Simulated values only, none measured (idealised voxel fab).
Proc. module: voxel lift off
Square cells of 5 nm make up the cross-section cut, whose width is 300 nm.
Square cells in a grid make up a cross-section in this document, and the grid is given as bands, listed from the top down, each one or more rows of cells.
This entry defines a band. It first specifies the height of the band's top and the height of its bottom in nm, and then specifies the band's materials from left to right, stating each material with its width in nm. The word "everywhere" identifies a single material that fills the band from edge to edge, while the word "blank" identifies empty space.
Ref level 0: as-received wafer is one material below here. Bottom band extends down with no lower bound ("z 0 and below").
It should be noted that a width expressed as "30 to 40" varies in equal increments from row to row of cells within the band, taking the value of the first number at the top row and that of the second number at the bottom row.
A step reported as "everything unchanged" is a step in which no cell of the cross-section changed.
Basically, "Enclosed voids" tells you about the enclosed voids: empty spaces with no open way to the top, 8 cells or bigger, each written width x height at distance, where distance is from the left edge, all in nm.
The remark found on a step's line after its settings is issued by the simulator itself and pertains to that step.
What "overlay nm" on a step's line means: if the step has a mask, that mask lay this far to the right of its planned place, or, when the value is negative, to the left.
Note: before/after cross-section pairs follow, one process step per pair, after-side truncated at the lowest changed band, step and settings given beneath. Different runs of this module on the same starting wafer may supply the pairs; a pair continues the one above only where the "Ahead of processing" entry says so.

Ahead of processing:
z 0 and below | Si everywhere
Enclosed voids: none

Post-Process View:
z 5 to 0 | SiN everywhere
Below 0 it's all the same as before, nothing changed down there.
Enclosed voids: none
So what happened between those two cross-sections up there? CONFORMAL_DEP,material SiN,thk nm 5

Ahead of processing: The cross-section prior to this step is the one presented after the step of the pair immediately above.

Post-Process View:
z 25 to 5 | resist=85 / blank=25 / resist=25 / blank=25 / resist=25 / blank=25 / resist=90
Below 5 it's all the same as before, nothing changed down there.
Enclosed voids: none
So what happened between those two cross-sections up there? PATTERN,tone open,mask id LINES,material resist,width nm 25,pitch nm 50,thk nm 20,overlay nm 0

Ahead of processing: The cross-section prior to this step is the one presented after the step of the pair immediately above.

Post-Process View:
z 35 to 25 | Ru=85 / blank=25 / Ru=25 / blank=25 / Ru=25 / blank=25 / Ru=90
z 25 to 15 | resist=85 / blank=25 / resist=25 / blank=25 / resist=25 / blank=25 / resist=90
z 15 to 5 | resist=85 / Ru=25 / resist=25 / Ru=25 / resist=25 / Ru=25 / resist=90
Below 5 it's all the same as before, nothing changed down there.
Enclosed voids: none
So what happened between those two cross-sections up there? DIRECTIONAL_DEP,material Ru,thk nm 10

Ahead of processing: The cross-section prior to this step is the one presented after the step of the pair immediately above.

Post-Process View:
z 15 to 5 | blank=85 / Ru=25 / blank=25 / Ru=25 / blank=25 / Ru=25 / blank=90
Below 5 it's all the same as before, nothing changed down there.
Enclosed voids: none
So what happened between those two cross-sections up there? STRIP,etch materials resist

Ahead of processing: The cross-section prior to this step is the one presented after the step of the pair immediately above.

Post-Process View:
z 20 to 15 | blank=80 / SiN=35 / blank=15 / SiN=35 / blank=15 / SiN=35 / blank=85
z 15 to 10 | blank=80 / SiN=5 / Ru=25 / SiN=5 / blank=15 / SiN=5 / Ru=25 / SiN=5 / blank=15 / SiN=5 / Ru=25 / SiN=5 / blank=85
z 10 to 5 | SiN=85 / Ru=25 / SiN=25 / Ru=25 / SiN=25 / Ru=25 / SiN=90
Below 5 it's all the same as before, nothing changed down there.
Enclosed voids: none
So what happened between those two cross-sections up there? CONFORMAL_DEP,material SiN,thk nm 5

Ahead of processing:
z 0 and below | Si everywhere
Enclosed voids: none

Post-Process View:
z 15 to 0 | SiN everywhere
Below 0 it's all the same as before, nothing changed down there.
Enclosed voids: none
So what happened between those two cross-sections up there? CONFORMAL_DEP,material SiN,thk nm 15

Ahead of processing: The cross-section prior to this step is the one presented after the step of the pair immediately above.

Post-Process View:
z 35 to 15 | resist=85 / blank=25 / resist=25 / blank=25 / resist=25 / blank=25 / resist=90
Below 15 it's all the same as before, nothing changed down there.
Enclosed voids: none
So what happened between those two cross-sections up there? PATTERN,tone open,mask id LINES,material resist,width nm 25,pitch nm 50,thk nm 20,overlay nm 0

Ahead of processing: The cross-section prior to this step is the one presented after the step of the pair immediately above.

Post-Process View:
z 45 to 35 | Ru=85 / blank=25 / Ru=25 / blank=25 / Ru=25 / blank=25 / Ru=90
z 35 to 25 | resist=85 / blank=25 / resist=25 / blank=25 / resist=25 / blank=25 / resist=90
z 25 to 15 | resist=85 / Ru=25 / resist=25 / Ru=25 / resist=25 / Ru=25 / resist=90
Below 15 it's all the same as before, nothing changed down there.
Enclosed voids: none
So what happened between those two cross-sections up there? DIRECTIONAL_DEP,material Ru,thk nm 10

Ahead of processing: The cross-section prior to this step is the one presented after the step of the pair immediately above.

Post-Process View:
z 25 to 15 | blank=85 / Ru=25 / blank=25 / Ru=25 / blank=25 / Ru=25 / blank=90
Below 15 it's all the same as before, nothing changed down there.
Enclosed voids: none
So what happened between those two cross-sections up there? STRIP,etch materials resist

Ahead of processing: The cross-section prior to this step is the one presented after the step of the pair immediately above.

Post-Process View:
z 30 to 25 | blank=80 / SiN=35 / blank=15 / SiN=35 / blank=15 / SiN=35 / blank=85
z 25 to 20 | blank=80 / SiN=5 / Ru=25 / SiN=5 / blank=15 / SiN=5 / Ru=25 / SiN=5 / blank=15 / SiN=5 / Ru=25 / SiN=5 / blank=85
z 20 to 15 | SiN=85 / Ru=25 / SiN=25 / Ru=25 / SiN=25 / Ru=25 / SiN=90
Below 15 it's all the same as before, nothing changed down there.
Enclosed voids: none
So what happened between those two cross-sections up there? CONFORMAL_DEP,material SiN,thk nm 5

Ahead of processing:
z 5 to 0 | SiN everywhere
z 0 and below | Si everywhere
Enclosed voids: none

Post-Process View:
z 25 to 5 | resist=85 / blank=30 / resist=20 / blank=30 / resist=20 / blank=30 / resist=85
Below 5 it's all the same as before, nothing changed down there.
Enclosed voids: none
So what happened between those two cross-sections up there? PATTERN,tone open,mask id LINES,material resist,width nm 30,pitch nm 50,thk nm 20,overlay nm 0

Ahead of processing: The cross-section prior to this step is the one presented after the step of the pair immediately above.

Post-Process View:
z 35 to 25 | Ru=85 / blank=30 / Ru=20 / blank=30 / Ru=20 / blank=30 / Ru=85
z 25 to 15 | resist=85 / blank=30 / resist=20 / blank=30 / resist=20 / blank=30 / resist=85
z 15 to 5 | resist=85 / Ru=30 / resist=20 / Ru=30 / resist=20 / Ru=30 / resist=85
Below 5 it's all the same as before, nothing changed down there.
Enclosed voids: none
So what happened between those two cross-sections up there? DIRECTIONAL_DEP,material Ru,thk nm 10

Ahead of processing: The cross-section prior to this step is the one presented after the step of the pair immediately above.

Post-Process View:
z 15 to 5 | blank=85 / Ru=30 / blank=20 / Ru=30 / blank=20 / Ru=30 / blank=85
Below 5 it's all the same as before, nothing changed down there.
Enclosed voids: none
So what happened between those two cross-sections up there? STRIP,etch materials resist

Ahead of processing: The cross-section prior to this step is the one presented after the step of the pair immediately above.

Post-Process View:
z 20 to 15 | blank=80 / SiN=40 / blank=10 / SiN=40 / blank=10 / SiN=40 / blank=80
z 15 to 10 | blank=80 / SiN=5 / Ru=30 / SiN=5 / blank=10 / SiN=5 / Ru=30 / SiN=5 / blank=10 / SiN=5 / Ru=30 / SiN=5 / blank=80
z 10 to 5 | SiN=85 / Ru=30 / SiN=20 / Ru=30 / SiN=20 / Ru=30 / SiN=85
Below 5 it's all the same as before, nothing changed down there.
Enclosed voids: none
So what happened between those two cross-sections up there? CONFORMAL_DEP,material SiN,thk nm 5

Ahead of processing:
z 5 to 0 | SiN everywhere
z 0 and below | Si everywhere
Enclosed voids: none

Post-Process View:
z 25 to 5 | resist=90 / blank=25 / resist=25 / blank=25 / resist=25 / blank=25 / resist=85
Below 5 it's all the same as before, nothing changed down there.
Enclosed voids: none
So what happened between those two cross-sections up there? PATTERN,tone open,mask id LINES,material resist,width nm 25,pitch nm 50,thk nm 20,overlay nm 5

Ahead of processing: The cross-section prior to this step is the one presented after the step of the pair immediately above.

Post-Process View:
z 35 to 25 | Ru=90 / blank=25 / Ru=25 / blank=25 / Ru=25 / blank=25 / Ru=85
z 25 to 15 | resist=90 / blank=25 / resist=25 / blank=25 / resist=25 / blank=25 / resist=85
z 15 to 5 | resist=90 / Ru=25 / resist=25 / Ru=25 / resist=25 / Ru=25 / resist=85
Below 5 it's all the same as before, nothing changed down there.
Enclosed voids: none
So what happened between those two cross-sections up there? DIRECTIONAL_DEP,material Ru,thk nm 10

Ahead of processing: The cross-section prior to this step is the one presented after the step of the pair immediately above.

Post-Process View:
z 15 to 5 | blank=90 / Ru=25 / blank=25 / Ru=25 / blank=25 / Ru=25 / blank=85
Below 5 it's all the same as before, nothing changed down there.
Enclosed voids: none
So what happened between those two cross-sections up there? STRIP,etch materials resist

Ahead of processing: The cross-section prior to this step is the one presented after the step of the pair immediately above.

Post-Process View:
z 20 to 15 | blank=85 / SiN=35 / blank=15 / SiN=35 / blank=15 / SiN=35 / blank=80
z 15 to 10 | blank=85 / SiN=5 / Ru=25 / SiN=5 / blank=15 / SiN=5 / Ru=25 / SiN=5 / blank=15 / SiN=5 / Ru=25 / SiN=5 / blank=80
z 10 to 5 | SiN=90 / Ru=25 / SiN=25 / Ru=25 / SiN=25 / Ru=25 / SiN=85
Below 5 it's all the same as before, nothing changed down there.
Enclosed voids: none
So what happened between those two cross-sections up there? CONFORMAL_DEP,material SiN,thk nm 5

Ahead of processing:
z 25 to 5 | resist=85 / blank=25 / resist=25 / blank=25 / resist=25 / blank=25 / resist=90
z 5 to 0 | SiN everywhere
z 0 and below | Si everywhere
Enclosed voids: none

Post-Process View:
z 35 to 25 | SiN=85 / blank=25 / SiN=25 / blank=25 / SiN=25 / blank=25 / SiN=90
z 25 to 15 | resist=85 / blank=25 / resist=25 / blank=25 / resist=25 / blank=25 / resist=90
z 15 to 5 | resist=85 / SiN=25 / resist=25 / SiN=25 / resist=25 / SiN=25 / resist=90
Below 5 it's all the same as before, nothing changed down there.
Enclosed voids: none
So what happened between those two cross-sections up there? DIRECTIONAL_DEP,material SiN,thk nm 10

Ahead of processing: The cross-section prior to this step is the one presented after the step of the pair immediately above.

Post-Process View:
z 15 to 5 | blank=85 / SiN=25 / blank=25 / SiN=25 / blank=25 / SiN=25 / blank=90
Below 5 it's all the same as before, nothing changed down there.
Enclosed voids: none
So what happened between those two cross-sections up there? STRIP,etch materials resist

Ahead of processing: The cross-section prior to this step is the one presented after the step of the pair immediately above.

Post-Process View:
z 20 to 10 | blank=80 / SiN=35 / blank=15 / SiN=35 / blank=15 / SiN=35 / blank=85
z 10 to 0 | SiN everywhere
Below 0 it's all the same as before, nothing changed down there.
Enclosed voids: none
So what happened between those two cross-sections up there? CONFORMAL_DEP,material SiN,thk nm 5

Ahead of processing:
z 5 to 0 | SiN everywhere
z 0 and below | Si everywhere
Enclosed voids: none

Post-Process View:
z 25 to 5 | blank=85 / resist=25 / blank=25 / resist=25 / blank=25 / resist=25 / blank=90
Below 5 it's all the same as before, nothing changed down there.
Enclosed voids: none
So what happened between those two cross-sections up there? PATTERN,tone cover,mask id LINES,material resist,width nm 25,pitch nm 50,thk nm 20,overlay nm 0

Ahead of processing: The cross-section prior to this step is the one presented after the step of the pair immediately above.

Post-Process View:
z 35 to 25 | blank=85 / Ru=25 / blank=25 / Ru=25 / blank=25 / Ru=25 / blank=90
z 25 to 15 | blank=85 / resist=25 / blank=25 / resist=25 / blank=25 / resist=25 / blank=90
z 15 to 5 | Ru=85 / resist=25 / Ru=25 / resist=25 / Ru=25 / resist=25 / Ru=90
Below 5 it's all the same as before, nothing changed down there.
Enclosed voids: none
So what happened between those two cross-sections up there? DIRECTIONAL_DEP,material Ru,thk nm 10

Ahead of processing: The cross-section prior to this step is the one presented after the step of the pair immediately above.

Post-Process View:
z 15 to 5 | Ru=85 / blank=25 / Ru=25 / blank=25 / Ru=25 / blank=25 / Ru=90
Below 5 it's all the same as before, nothing changed down there.
Enclosed voids: none
So what happened between those two cross-sections up there? STRIP,etch materials resist

Ahead of processing: The cross-section prior to this step is the one presented after the step of the pair immediately above.

Post-Process View:
z 20 to 15 | SiN=90 / blank=15 / SiN=35 / blank=15 / SiN=35 / blank=15 / SiN=95
z 15 to 10 | Ru=85 / SiN=5 / blank=15 / SiN=5 / Ru=25 / SiN=5 / blank=15 / SiN=5 / Ru=25 / SiN=5 / blank=15 / SiN=5 / Ru=90
z 10 to 5 | Ru=85 / SiN=25 / Ru=25 / SiN=25 / Ru=25 / SiN=25 / Ru=90
Below 5 it's all the same as before, nothing changed down there.
Enclosed voids: none
So what happened between those two cross-sections up there? CONFORMAL_DEP,material SiN,thk nm 5
